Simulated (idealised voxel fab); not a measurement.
Presented below is a process module, voxel trench capacitor.
It is cross-section cut that appears here, measuring 205 nm in width, its square cells being 5 nm in size.
When this document writes out a cross-section, it uses a grid of square cells and lists it as bands, beginning at the top and moving down, with a band standing for one or more rows of cells. Basically the band line says how high the top is and how high the bottom is, in nm, and then what's in it from left to right, every material with its width in nm. Empty space shows up as "air", and if a single material carries "throughout" it runs the full band edge to edge. All heights in this document are referenced to 0, defined as the level beneath which the wafer, as received, consists entirely of one material. The lowest band is not bounded below; it extends indefinitely downward and is written in the form "0 down". With a width like "30..40", each row of cells in the band differs from the next by the same amount, the top row carrying the first number and the bottom row the second. "all unchanged", as given for a step, is the statement that not any cell of the cross-section underwent a change during that step. Empty spaces counting at least 8 cells and having no open way to the top are listed in "Trapped void list". The notation width x height at distance is used for each, the distance being from the left edge and all three values in nm. Anything after a step's settings on that line? It's the simulator's own note about the step. "overlay nm" answers the question of how far to the right of plan the mask lay on a step that has a mask, and when it is negative the answer is to the left.

-- Intended process steps
- 1: RECEIVE (material Si)
- 2: CONFORMAL_DEP (material SiN; thk nm 5)
- 3: DIRECTIONAL_DEP (material aC; thk nm 10)
- 4: PATTERN (tone open; mask id TRENCH; material resist; width nm 20; pitch nm 50; thk nm 30; overlay nm 0)
- 5: DIRECTIONAL_ETCH (etch materials aC; depth nm 10)
- 6: STRIP (etch materials resist)
- 7: DIRECTIONAL_ETCH (etch materials SiN; depth nm 5)
- 8: DIRECTIONAL_ETCH (etch materials Si; depth nm 25)
- 9: STRIP (etch materials aC)
- 10: CONFORMAL_DEP (material Al2O3; thk nm 5)
- 11: FILL_DEP (material polySi; thk nm 5)
- 12: CMP (height nm 5)

-- Here's what the wafer looked like in cross-section when it arrived - that's after step 1
0 down = Si throughout
Trapped void list: none

-- Here's the wafer cut in cross-section after the module, started and planned just like above, except one thing was done wrong in the run
5 to 0 = 75 of SiN, then 5 of Al2O3, then 10 of polySi, then 5 of Al2O3, then 30 of SiN, then 5 of Al2O3, then 10 of polySi, then 5 of Al2O3, then 60 of SiN
0 to -20 = 75 of Si, then 5 of Al2O3, then 10 of polySi, then 5 of Al2O3, then 30 of Si, then 5 of Al2O3, then 10 of polySi, then 5 of Al2O3, then 60 of Si
-20 to -25 = 75 of Si, then 20 of Al2O3, then 30 of Si, then 20 of Al2O3, then 60 of Si
-25 down = Si throughout
Trapped void list: none
Short version of what went wrong: so step 4 ended up running with a different setting than we planned, it ran as PATTERN (tone open; mask id TRENCH; material resist; width nm 20; pitch nm 50; thk nm 30; overlay nm 10)
